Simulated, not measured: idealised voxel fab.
The document below concerns the process module designated voxel capacitor over wiring.
We display cut, a cross-section 215 nm in width whose square cells are each 5 nm.
The cross-sections in this document take the form of a grid made of square cells. They are written out as bands, in order from top to bottom. Each band consists of one or more rows of cells.
Quick guide to a band line: top height, bottom height (nm) up front; then every material left to right with its width in nm. Only one material and it's marked "full width"? Then it fills the band edge to edge. And "blank" just means empty space.
It should be noted that heights are counted from 0, beneath which the wafer as supplied is of one material throughout, and that the lowest band possesses no lower boundary but continues downward, as written in "from 0 down".
You'd read "30->40" like this: the band's top row of cells is as wide as the first number, its bottom row is as wide as the second, and going down, every row changes width by the same amount as the row before did.
No cell of the cross-section changed in a step that is given as "remained the same".
In the "Fully sealed cavities" entry, you get each enclosed empty space of 8 cells or more, one with no open way to the top, written width x height at distance, distance from the left edge, in nm.
What comes after the settings on a step's line is commentary from the simulator itself on that step.
overlay nm: for a step with a mask, the amount by which the mask lay right of where it was planned; a negative amount means left of it.

## Steps in the process plan
| 1 | RECEIVE with material Si |
| 2 | CONFORMAL_DEP with material SiO2, thk nm 15 |
| 3 | CONFORMAL_DEP with material SiCN, thk nm 5 |
| 4 | DIRECTIONAL_DEP with material SiO2, thk nm 20 |
| 5 | MASKED_ETCH with tone open, mask id METAL_1, width nm 30, pitch nm 80, etch materials SiO2, depth nm 20, overlay nm 0 |
| 6 | MASKED_ETCH with tone open, mask id METAL_1, width nm 30, pitch nm 80, etch materials SiCN, depth nm 5, overlay nm 0 |
| 7 | CONFORMAL_DEP with material TiN, thk nm 5 |
| 8 | FILL_DEP with material Cu, thk nm 10 |
| 9 | CMP with height nm 40 |
| 10 | CONFORMAL_DEP with material SiCN, thk nm 5 |
| 11 | DIRECTIONAL_DEP with material lowk, thk nm 15 |
| 12 | MASKED_ETCH with tone open, mask id PLUG_1, width nm 15, etch materials lowk, depth nm 15, overlay nm 0 |
| 13 | MASKED_ETCH with tone open, mask id PLUG_1, width nm 15, etch materials SiCN, depth nm 5, overlay nm 0 |
| 14 | CONFORMAL_DEP with material TiN, thk nm 5 |
| 15 | FILL_DEP with material W, thk nm 10 |
| 16 | CMP with height nm 60 |
| 17 | DIRECTIONAL_DEP with material TiN, thk nm 10 |
| 18 | DIRECTIONAL_DEP with material HfO2, thk nm 5 |
| 19 | DIRECTIONAL_DEP with material TiN, thk nm 5 |
| 20 | MASKED_ETCH with tone cover, mask id UPPER_PLATE, width nm 55, etch materials TiN, depth nm 5, overlay nm 0 |
| 21 | MASKED_ETCH with tone cover, mask id UPPER_PLATE, width nm 55, etch materials HfO2, depth nm 5, overlay nm 0 |
| 22 | MASKED_ETCH with tone cover, mask id LOWER_PLATE, width nm 65, etch materials TiN, depth nm 10, overlay nm 0 |
| 23 | FILL_DEP with material SiO2, thk nm 20 |
| 24 | CMP with height nm 95 |
| 25 | MASKED_ETCH with tone open, mask id PLUG_2, width nm 15, etch materials SiO2, depth nm 15, overlay nm 0 |
| 26 | CONFORMAL_DEP with material TiN, thk nm 5 |
| 27 | FILL_DEP with material Cu, thk nm 10 |
| 28 | CMP with height nm 95 |
| 29 | CONFORMAL_DEP with material SiCN, thk nm 5 |

## Wafer as received: cross-section following step 1
> from 0 down  Si full width
> Fully sealed cavities: none

## End-of-module XS, first of two wafers, run as planned
> from 100 to 95  SiCN full width
> from 95 to 85  SiO2=75; TiN=5; Cu=5; TiN=5; SiO2=125
> from 85 to 75  SiO2=75->65; TiN=15->55; SiO2=125->95
> from 75 to 70  SiO2=65; HfO2=55; SiO2=95
> from 70 to 60  SiO2=60; TiN=65; SiO2=90
> from 60 to 45  lowk=65; TiN=5; W=5; TiN=5; lowk=135
> from 45 to 40  SiCN=65; TiN=15; SiCN=135
> from 40 to 20  SiO2=50; TiN=5; Cu=20; TiN=5; SiO2=50; TiN=5; Cu=20; TiN=5; SiO2=55
> from 20 to 15  SiCN=50; TiN=30; SiCN=50; TiN=30; SiCN=55
> from 15 to 0  SiO2 full width
> from 0 down  Si full width
> Fully sealed cavities: none

## Module end: cross-section of wafer two of two. Same start and process plan as the first wafer. One mistake during execution
> from 100 to 95  SiCN full width
> from 95 to 85  SiO2=75; TiN=5; Cu=5; TiN=5; SiO2=125
> from 85 to 80  SiO2=75; TiN=15; SiO2=125
> from 80 to 75  SiO2=60; TiN=5; SiO2=55; TiN=5; SiO2=90
> from 75 to 70  HfO2 full width
> from 70 to 60  TiN full width
> from 60 to 45  lowk=65; TiN=5; W=5; TiN=5; lowk=135
> from 45 to 40  SiCN=65; TiN=15; SiCN=135
> from 40 to 20  SiO2=50; TiN=5; Cu=20; TiN=5; SiO2=50; TiN=5; Cu=20; TiN=5; SiO2=55
> from 20 to 15  SiCN=50; TiN=30; SiCN=50; TiN=30; SiCN=55
> from 15 to 0  SiO2 full width
> from 0 down  Si full width
> Fully sealed cavities: none
Which mistake was made when the wafer was run? planned and actual differ for step 20; actual: MASKED_ETCH with tone open, mask id UPPER_PLATE, width nm 55, etch materials TiN, depth nm 5, overlay nm 0
Cell-count delta at end, second wafer over first, by material: HfO2 +32, SiO2 -83, TiN +51
